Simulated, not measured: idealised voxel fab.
Process module name: voxel released beams
290 nm wide, 5 nm square cells: that's cross-section cut.
Square cells in a grid make up a cross-section in this document, and the grid is given as bands, listed from the top down, each one or more rows of cells.
What a band's entry tells you: where the top is and where the bottom is, as heights in nm, and after that what lies inside, material by material from left to right, each with its width in nm. Empty space is written as the word "blank", and a single material marked with the word "full width" occupies the band from edge to edge.
For the purposes of this specification, 0 denotes the height below which the wafer in its as-received condition is composed wholly of one material, and the lowermost band, lacking a lower limit, extends downward without end, as expressed in "0 -> down".
A width such as "30->40" changes by the same amount from each row of cells to the next, from the band's top row to its bottom row.
Key: "remained unchanged" - step with no changed cell in the cross-section.
Basically, "Enclosed cavities" tells you about the enclosed voids: empty spaces with no open way to the top, 8 cells or bigger, each written width x height at distance, where distance is from the left edge, all in nm.
Anything after a step's settings on that line? It's the simulator's own note about the step.
You can add "overlay nm" to a step's line. For a step with a mask, it describes how far the mask lay to the right of its planned position, and a negative number describes a lay to the left.
**Below is the list of planned process steps**
| 1 | RECEIVE, material Si |
| 2 | CONFORMAL_DEP, material SiN, thk nm 5 |
| 3 | DIRECTIONAL_DEP, material SiO2, thk nm 10 |
| 4 | DIRECTIONAL_DEP, material aC, thk nm 10 |
| 5 | PATTERN, tone open, mask id ANCHOR, material resist, width nm 40, thk nm 25, overlay nm 0 |
| 6 | DIRECTIONAL_ETCH, etch materials aC, depth nm 10 |
| 7 | STRIP, etch materials resist |
| 8 | DIRECTIONAL_ETCH, etch materials SiO2, depth nm 10 |
| 9 | STRIP, etch materials aC |
| 10 | CONFORMAL_DEP, material W, thk nm 15 |
| 11 | MASKED_ETCH, tone cover, mask id BEAM, width nm 120, etch materials W, depth nm 15, overlay nm 0 |
| 12 | STRIP, etch materials SiO2 |
**As-received state of the wafer in cross-section, equivalent to post-step 1**
- 0 -> down | Si full width
- Enclosed cavities: none
**Figure: cross-sectional view of the wafer upon completion of the module, processed from the initial state and according to the plan depicted above, with one error introduced during execution**
- 25 -> 15 | blank 80 nm; W 20 nm; blank 10 nm; W 90 nm; blank 90 nm
- 15 -> 10 | blank 80 nm; W 120 nm; blank 90 nm
- 10 -> 0 | blank 85 nm; W 40 nm; blank 165 nm
- 0 -> down | Si full width
- Enclosed cavities: none
What went wrong in running the wafer? step 2 from the plan never happened, it was just skipped
